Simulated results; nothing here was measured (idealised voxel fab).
The document below concerns the process module designated voxel transistor to metal.
Cross-section cut spans 285 nm and uses square cells 5 nm in size.
Cross-section, as written here: a square-cell grid given band by band from the top down, where a band holds one or more rows of cells.
This entry defines a band. It first specifies the height of the band's top and the height of its bottom in nm, and then specifies the band's materials from left to right, stating each material with its width in nm. The word "all across" identifies a single material that fills the band from edge to edge, while the word "air" identifies empty space.
The reference from which all heights are counted is 0, the level beneath which the as-received wafer is entirely one material; the lowest band, having no lower bound, proceeds downward and is written after the example "0 nm and below".
When a width is written as two numbers, as in "30->40", the first number is the width in the top row of cells of the band and the second is the width in its bottom row, and the width changes by the same amount from each row to the next.
No cell of the cross-section changed in a step that is given as "no alterations made".
Voids not open to the top, 8 cells minimum: see "Enclosed internal cavities". Written width x height at distance; distance is from the left edge; nm.
after a step's settings: what the simulator itself notes on the step
"overlay nm" denotes, for a step that has a mask, the displacement of the mask to the right of its planned place, with negative values corresponding to the left.
### So here's the lineup of process steps we planned
1,RECEIVE with material Si
2,OXIDIZE with depth nm 5
3,CONFORMAL_DEP with material SiN, thk nm 10
4,DIRECTIONAL_DEP with material aC, thk nm 15
5,PATTERN with tone cover, mask id ACTIVE, material resist, width nm 105, pitch nm 130, thk nm 30, overlay nm 0
6,DIRECTIONAL_ETCH with etch materials aC, depth nm 15
7,STRIP with etch materials resist
8,DIRECTIONAL_ETCH with etch materials SiN, depth nm 10
9,DIRECTIONAL_ETCH with etch materials SiO2, depth nm 5
10,DIRECTIONAL_ETCH with etch materials Si, depth nm 20
11,STRIP with etch materials aC
12,FILL_DEP with material SiO2, thk nm 5
13,CMP with height nm 10
14,SELECTIVE_ETCH with etch materials SiO2, depth nm 10
15,STRIP with etch materials SiN
16,SELECTIVE_ETCH with etch materials SiO2, depth nm 5
17,OXIDIZE with depth nm 5
18,DIRECTIONAL_DEP with material polySi, thk nm 20
19,DIRECTIONAL_DEP with material SiCN, thk nm 10
20,PATTERN with tone cover, mask id GATE, material resist, width nm 35, pitch nm 130, thk nm 15, overlay nm 0
21,DIRECTIONAL_ETCH with etch materials SiCN, depth nm 20
22,DIRECTIONAL_ETCH with etch materials polySi, depth nm 30
23,STRIP with etch materials resist
24,CONFORMAL_DEP with material SiN, thk nm 10
25,DIRECTIONAL_ETCH with etch materials SiN, depth nm 10
26,DIRECTIONAL_ETCH with etch materials SiO2, depth nm 5
27,DIRECTIONAL_ETCH with etch materials Si, depth nm 10
28,EPI with material pSi, thk nm 15
29,FILL_DEP with material SiO2, thk nm 5
30,CMP with height nm 15
31,STRIP with etch materials polySi
32,SELECTIVE_ETCH with etch materials SiO2, depth nm 5
33,CONFORMAL_DEP with material HfO2, thk nm 5
34,CONFORMAL_DEP with material TiN, thk nm 5
35,FILL_DEP with material W, thk nm 10
36,CMP with height nm 10
37,DIRECTIONAL_DEP with material SiO2, thk nm 10
38,MASKED_ETCH with tone open, mask id CONTACT, width nm 15, etch materials SiO2, depth nm 25, overlay nm 0
39,CONFORMAL_DEP with material TiN, thk nm 5
40,FILL_DEP with material W, thk nm 10
41,CMP with height nm 20
42,DIRECTIONAL_DEP with material TiN, thk nm 5
43,DIRECTIONAL_DEP with material W, thk nm 25
44,PATTERN with tone cover, mask id METAL_1, material resist, width nm 15, thk nm 15, overlay nm 0
45,DIRECTIONAL_ETCH with etch materials W, depth nm 25
46,DIRECTIONAL_ETCH with etch materials TiN, depth nm 5
47,STRIP with etch materials resist
48,CONFORMAL_DEP with material SiN, thk nm 5
49,FILL_DEP with material lowk, thk nm 5
50,CMP with height nm 50
51,CONFORMAL_DEP with material SiCN, thk nm 5
52,DIRECTIONAL_DEP with material lowk, thk nm 25
53,DIRECTIONAL_DEP with material aC, thk nm 10
54,PATTERN with tone open, mask id METAL_2, material resist, width nm 15, pitch nm 130, thk nm 25, overlay nm 0
55,DIRECTIONAL_ETCH with etch materials aC, depth nm 10
56,STRIP with etch materials resist
57,DIRECTIONAL_ETCH with etch materials lowk, depth nm 15
58,STRIP with etch materials aC
59,DIRECTIONAL_DEP with material aC, thk nm 15
60,PATTERN with tone open, mask id METAL_2_HOLES, material resist, width nm 15, pitch nm 130, thk nm 35, overlay nm 0
61,DIRECTIONAL_ETCH with etch materials aC, depth nm 15
62,STRIP with etch materials resist
63,DIRECTIONAL_ETCH with etch materials lowk, depth nm 10
64,DIRECTIONAL_ETCH with etch materials SiCN, depth nm 5
65,STRIP with etch materials aC
66,CONFORMAL_DEP with material TiN, thk nm 5
67,FILL_DEP with material Cu, thk nm 10
68,CMP with height nm 80
69,CONFORMAL_DEP with material SiCN, thk nm 5
### Cross-section of the wafer upon arrival, representing the state reached after step 1
0 nm and below  Si all across
Enclosed internal cavities: none
### Cross-section at module end, one run error; start and plan unchanged from above
85 nm to 80 nm  SiCN all across
80 nm to 55 nm  lowk (30) | TiN (5) | Cu (5) | TiN (5) | lowk (115) | TiN (5) | Cu (5) | TiN (5) | lowk (110)
55 nm to 50 nm  SiCN (30) | TiN (15) | SiCN (115) | TiN (15) | SiCN (110)
50 nm to 25 nm  lowk (20) | SiN (5) | W (25) | SiN (5) | lowk (45) | SiN (5) | W (25) | SiN (5) | lowk (15) | SiN (5) | W (25) | SiN (5) | lowk (45) | SiN (5) | W (25) | SiN (5) | lowk (20)
25 nm to 20 nm  SiN (25) | TiN (25) | SiN (55) | TiN (25) | SiN (25) | TiN (25) | SiN (55) | TiN (25) | SiN (25)
20 nm to 10 nm  SiO2 (30) | TiN (5) | W (5) | TiN (5) | SiO2 (65) | TiN (5) | W (5) | TiN (5) | SiO2 (35) | TiN (5) | W (5) | TiN (5) | SiO2 (65) | TiN (5) | W (5) | TiN (5) | SiO2 (30)
10 nm to 5 nm  SiO2 (30) | TiN (15) | SiO2 (5) | SiN (10) | HfO2 (5) | TiN (5) | W (15) | TiN (5) | HfO2 (5) | SiN (10) | SiO2 (5) | TiN (15) | SiO2 (35) | TiN (15) | SiO2 (5) | SiN (10) | HfO2 (5) | TiN (5) | W (15) | TiN (5) | HfO2 (5) | SiN (10) | SiO2 (5) | TiN (15) | SiO2 (30)
5 nm to 0 nm  SiO2 (30) | TiN (5) | pSi (15) | SiN (10) | HfO2 (5) | TiN (5) | W (15) | TiN (5) | HfO2 (5) | SiN (10) | pSi (15) | TiN (5) | SiO2 (35) | TiN (5) | pSi (15) | SiN (10) | HfO2 (5) | TiN (5) | W (15) | TiN (5) | HfO2 (5) | SiN (10) | pSi (15) | TiN (5) | SiO2 (30)
0 nm to -5 nm  SiO2 (30) | TiN (5) | pSi (15) | SiN (10) | HfO2 (5) | TiN (25) | HfO2 (5) | SiN (10) | pSi (15) | TiN (5) | SiO2 (35) | TiN (5) | pSi (15) | SiN (10) | HfO2 (5) | TiN (25) | HfO2 (5) | SiN (10) | pSi (15) | TiN (5) | SiO2 (30)
-5 nm to -10 nm  SiO2 (20) | pSi (30) | SiO2 (5) | HfO2 (45) | SiO2 (5) | pSi (30) | SiO2 (15) | pSi (30) | SiO2 (5) | HfO2 (45) | SiO2 (5) | pSi (30) | SiO2 (20)
-10 nm to -20 nm  SiO2 (25) | pSi (25) | Si (55) | pSi (25) | SiO2 (25) | pSi (25) | Si (55) | pSi (25) | SiO2 (25)
-20 nm to -25 nm  SiO2 (25) | Si (105) | SiO2 (25) | Si (105) | SiO2 (25)
-25 nm and below  Si all across
Enclosed internal cavities: none
Nonconformance to the process plan: rather than as planned, step 44 actually ran as PATTERN with tone cover, mask id METAL_1, material resist, width nm 25, thk nm 15, overlay nm 0
